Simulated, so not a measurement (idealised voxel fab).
process module | voxel double patterning
cross-section cut | 210 nm wide | cells 5 nm
A cross-section is a grid of square cells, given in bands from the top down. A band is one or more rows of cells.
Each band's line starts with the height of the band's top and of its bottom, in nm. Then come its materials from left to right, each with its width in nm. One material with "throughout" fills the band from edge to edge. "air" is empty space.
Height 0 is the level under which the wafer as received is all one material. The lowest band goes on downwards, as in "0 down".
A width such as "30 to 40" changes by the same amount from each row of cells to the next, from the band's top row to its bottom row.
"no change" after a step means that no cell of the cross-section changed.
closed voids: empty space of 8 cells or more with no open way to the top, each as width x height at its distance from the left edge, in nm
after a step's settings: what the simulator itself notes on the step
overlay nm, on a step with a mask: how far to the right of its planned place the mask lay; to the left if negative
plan
1 op RECEIVE | material Si
2 op CONFORMAL_DEP | material SiO2 | thk nm 5
3 op DIRECTIONAL_DEP | material polySi | thk nm 15
4 op DIRECTIONAL_DEP | material SiN | thk nm 10
5 op PATTERN | tone open | mask id FIRST | material resist | width nm 15 | pitch nm 50 | thk nm 15 | overlay nm 0
6 op DIRECTIONAL_ETCH | etch materials SiN | depth nm 10
7 op STRIP | etch materials resist
8 op MASKED_ETCH | tone open | mask id SECOND | width nm 15 | etch materials SiN | depth nm 10 | overlay nm 0
9 op DIRECTIONAL_ETCH | etch materials polySi | depth nm 15
10 op STRIP | etch materials SiN
as received, after step 1
  0 down: Si throughout
  closed voids: none
first wafer at the end, as planned
  20 to 5: polySi 70 | air 15 | polySi 10 | air 15 | polySi 10 | air 15 | polySi 75
  5 to 0: SiO2 throughout
  0 down: Si throughout
  closed voids: none
second wafer at the end: like start, like plan, one mistake
  15 to 5: polySi throughout
  5 to 0: SiO2 throughout
  0 down: Si throughout
  closed voids: none
what went wrong: step 4 ran as: op DIRECTIONAL_DEP | material polySi | thk nm 10
at the end the second wafer has, in cells: 15 fewer of polySi
